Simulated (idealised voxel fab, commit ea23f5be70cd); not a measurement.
The document below concerns the process module designated voxel gate over fins.
240 nm wide, 5 nm square cells: that's cross-section cut.
For the purposes of this document, a cross-section shall be understood as a grid of square cells, specified as bands listed in top-to-bottom order, each band consisting of one or more rows of cells. Heights first: top, then bottom, in nm. Then materials, left to right, each with a width in nm. "all across" on a single material: fills the band edge to edge. "blank": empty space. The reference from which all heights are counted is 0, the level beneath which the as-received wafer is entirely one material; the lowest band, having no lower bound, proceeds downward and is written after the example "top 0, no bottom". The two numbers in a width such as "30..40" mark its ends across the band: the first belongs to the top row of cells, the second to the bottom row, and from each row to the next the width moves by the same amount. The cross-section has no changed cell in any step marked "no alteration". Under "Closed void roster" you'll find the enclosed gaps, the ones with no way out to the top, that are 8 cells or bigger; each reads width x height at distance, with distance counted from the left edge, everything in nm. Note: text after step settings on the step line = simulator remark on that step. On any step carrying a mask, the "overlay nm" setting, if present on the step's line, tells how far right of its planned place the mask lay; negative values point to the left.

Process steps (planned)
| 1 | op RECEIVE | material Si |
| 2 | op CONFORMAL_DEP | material SiN | thk nm 10 |
| 3 | op MASKED_ETCH | tone cover | mask id FINS | width nm 15 | pitch nm 55 | etch materials SiN | depth nm 10 | overlay nm 0 |
| 4 | op MASKED_ETCH | tone cover | mask id FINS | width nm 15 | pitch nm 55 | etch materials Si | depth nm 30 | overlay nm 0 |
| 5 | op FILL_DEP | material SiO2 | thk nm 10 |
| 6 | op CMP | height nm 10 |
| 7 | op PATTERN | tone open | mask id RAIL | material resist | width nm 15 | thk nm 20 | overlay nm 0 |
| 8 | op DIRECTIONAL_ETCH | etch materials SiO2 | depth nm 35 |
| 9 | op STRIP | etch materials resist |
| 10 | op CONFORMAL_DEP | material TiN | thk nm 5 |
| 11 | op FILL_DEP | material Ru | thk nm 5 |
| 12 | op CMP | height nm 10 |
| 13 | op SELECTIVE_ETCH | etch materials W Ru TiN | depth nm 30 |
| 14 | op FILL_DEP | material SiO2 | thk nm 5 |
| 15 | op CMP | height nm 10 |
| 16 | op SELECTIVE_ETCH | etch materials SiO2 | depth nm 20 |
| 17 | op STRIP | etch materials SiN |
| 18 | op CONFORMAL_DEP | material HfO2 | thk nm 5 |
| 19 | op CONFORMAL_DEP | material TiN | thk nm 5 |
| 20 | op FILL_DEP | material W | thk nm 10 |
| 21 | op CMP | height nm 15 |
| 22 | op CONFORMAL_DEP | material SiCN | thk nm 10 |

Cross-section of the wafer upon arrival, representing the state reached after step 1
top 0, no bottom: Si all across
Closed void roster: none

First of two wafers at the end of the module, shown in cross-section; run carried out as planned
top 25, bottom 15: SiCN all across
top 15, bottom 10: W all across
top 10, bottom 5: W=45  TiN=35  W=20  TiN=35  W=20  TiN=35  W=50
top 5, bottom 0: W=45  TiN=5  HfO2=25  TiN=5  W=20  TiN=5  HfO2=25  TiN=5  W=20  TiN=5  HfO2=25  TiN=5  W=50
top 0, bottom -5: TiN=50  HfO2=5  Si=15  HfO2=5  TiN=30  HfO2=5  Si=15  HfO2=5  TiN=30  HfO2=5  Si=15  HfO2=5  TiN=55
top -5, bottom -10: HfO2=55  Si=15  HfO2=40  Si=15  HfO2=40  Si=15  HfO2=60
top -10, bottom -20: SiO2=55  Si=15  SiO2=40  Si=15  SiO2=40  Si=15  SiO2=60
top -20, bottom -25: SiO2=55  Si=15  SiO2=10  TiN=15  SiO2=15  Si=15  SiO2=40  Si=15  SiO2=60
top -25, bottom -30: SiO2=55  Si=15  SiO2=40  Si=15  SiO2=40  Si=15  SiO2=60
top -30, no bottom: Si all across
Closed void roster: none

Presented here is a cross-section of the second of the two wafers as it stood at the end of the module. It was started in the same manner and assigned the same plan as the first wafer; however, one mistake was made in its execution
top 25, bottom 15: SiCN all across
top 15, bottom 5: W all across
top 5, bottom 0: W=50  TiN=25  W=30  TiN=25  W=30  TiN=25  W=55
top 0, bottom -5: W=50  TiN=5  Si=15  TiN=5  W=30  TiN=5  Si=15  TiN=5  W=30  TiN=5  Si=15  TiN=5  W=55
top -5, bottom -10: TiN=55  Si=15  TiN=40  Si=15  TiN=40  Si=15  TiN=60
top -10, bottom -20: SiO2=55  Si=15  SiO2=40  Si=15  SiO2=40  Si=15  SiO2=60
top -20, bottom -25: SiO2=55  Si=15  SiO2=10  TiN=15  SiO2=15  Si=15  SiO2=40  Si=15  SiO2=60
top -25, bottom -30: SiO2=55  Si=15  SiO2=40  Si=15  SiO2=40  Si=15  SiO2=60
top -30, no bottom: Si all across
Closed void roster: none
Misprocessing identified: step 18 of the plan was omitted and not executed
It is noted that, at the conclusion of processing, the second wafer exhibits a higher or lower cell count for certain materials relative to the first: -60 HfO2, +60 W
